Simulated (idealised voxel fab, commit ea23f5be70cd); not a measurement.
Herein follows the process module entitled voxel ribs on slabs.
Displayed cross-section: cut, width of 295 nm, square cells sized 5 nm.
Notation: cross-section as square-cell grid; stated in bands, top first, going down; one or more cell rows per band.
Band: top and bottom heights (nm) first, top before bottom; then materials from left to right, widths in nm. "everywhere" marks a sole material filling the band edge to edge. "air" denotes empty space.
Ref level 0: as-received wafer is one material below here. Bottom band extends down with no lower bound ("top 0, no bottom").
The width entry "30..40" should be interpreted row by row: the top row of cells in the band takes the first number, the bottom row takes the second number, and the change between adjacent rows is uniform throughout.
Step note "remains unaltered" = no cross-section cell changed.
closed voids: empty space of 8 cells or more with no open way to the top, each as width x height at its distance from the left edge, in nm
Step line, after settings: the simulator's comment on this step.
"overlay nm" on a masked step: distance the mask lay right of its planned place, negative for left.
**Listed below are the process steps as planned**
step 1: op RECEIVE | material Si
step 2: op DIRECTIONAL_DEP | material SiO2 | thk nm 25
step 3: op DIRECTIONAL_DEP | material polySi | thk nm 15
step 4: op PATTERN | tone cover | mask id RIB | material resist | width nm 30 | thk nm 15 | overlay nm 0
step 5: op DIRECTIONAL_ETCH | etch materials polySi | depth nm 5
step 6: op STRIP | etch materials resist
step 7: op MASKED_ETCH | tone cover | mask id SLAB | width nm 60 | etch materials polySi | depth nm 10 | overlay nm 0
step 8: op FILL_DEP | material SiO2 | thk nm 20
step 9: op CMP | height nm 55
step 10: op DIRECTIONAL_DEP | material TiN | thk nm 5
step 11: op MASKED_ETCH | tone cover | mask id HEATER | width nm 40 | etch materials TiN | depth nm 5 | overlay nm 0
step 12: op CONFORMAL_DEP | material SiN | thk nm 5
**The first of two wafers, run as planned**
**Cross-section of the wafer at receipt, which is the condition after step 1**
  top 0, no bottom  Si everywhere
  closed voids: none
**Step 2 done - wafer cross-section**
  top 25, bottom 0  SiO2 everywhere
  All layers under 0 are left as they were.
**Step 3 done - wafer cross-section**
  top 40, bottom 25  polySi everywhere
  All layers under 25 are left as they were.
**Step 4 done - wafer cross-section**
  top 55, bottom 40  130 air / 30 resist / 135 air
  All layers under 40 are left as they were.
**Step 5 done - wafer cross-section**
  top 55, bottom 40  130 air / 30 resist / 135 air
  top 40, bottom 35  130 air / 30 polySi / 135 air
  All layers under 35 are left as they were.
**Step 6 done - wafer cross-section**
  top 40, bottom 35  130 air / 30 polySi / 135 air
  All layers under 35 are left as they were.
**Step 7 done - wafer cross-section**
  top 40, bottom 35  130 air / 30 polySi / 135 air
  top 35, bottom 25  115 air / 60 polySi / 120 air
  All layers under 25 are left as they were.
**Step 8 done - wafer cross-section**
  top 60, bottom 40  SiO2 everywhere
  top 40, bottom 35  130 SiO2 / 30 polySi / 135 SiO2
  top 35, bottom 25  115 SiO2 / 60 polySi / 120 SiO2
  All layers under 25 are left as they were.
**Step 9 done - wafer cross-section**
  top 55, bottom 40  SiO2 everywhere
  All layers under 40 are left as they were.
**Step 10 done - wafer cross-section**
  top 60, bottom 55  TiN everywhere
  All layers under 55 are left as they were.
**Step 11 done - wafer cross-section**
  top 60, bottom 55  125 air / 40 TiN / 130 air
  All layers under 55 are left as they were.
**Step 12 done - wafer cross-section**
  top 65, bottom 60  120 air / 50 SiN / 125 air
  top 60, bottom 55  125 SiN / 40 TiN / 130 SiN
  All layers under 55 are left as they were.
**Wafer two: like wafer one in start and plan, but with one mistake in execution; identical up to and including step 10**
**Look at the second wafer in cross-section at the time step 11 ought to have finished**
  top 60, bottom 55  125 TiN / 40 air / 130 TiN
  All layers under 55 are left as they were.
**Look at the second wafer in cross-section at the time step 12 ought to have finished**
  top 65, bottom 60  130 SiN / 30 air / 135 SiN
  top 60, bottom 55  125 TiN / 40 SiN / 130 TiN
  All layers under 55 are left as they were.
what went wrong: in deviation from the planned setting, step 11 was conducted as op MASKED_ETCH | tone open | mask id HEATER | width nm 40 | etch materials TiN | depth nm 5 | overlay nm 0
FYI, end of process, the second wafer has more or fewer cells of some materials than the first: TiN +43
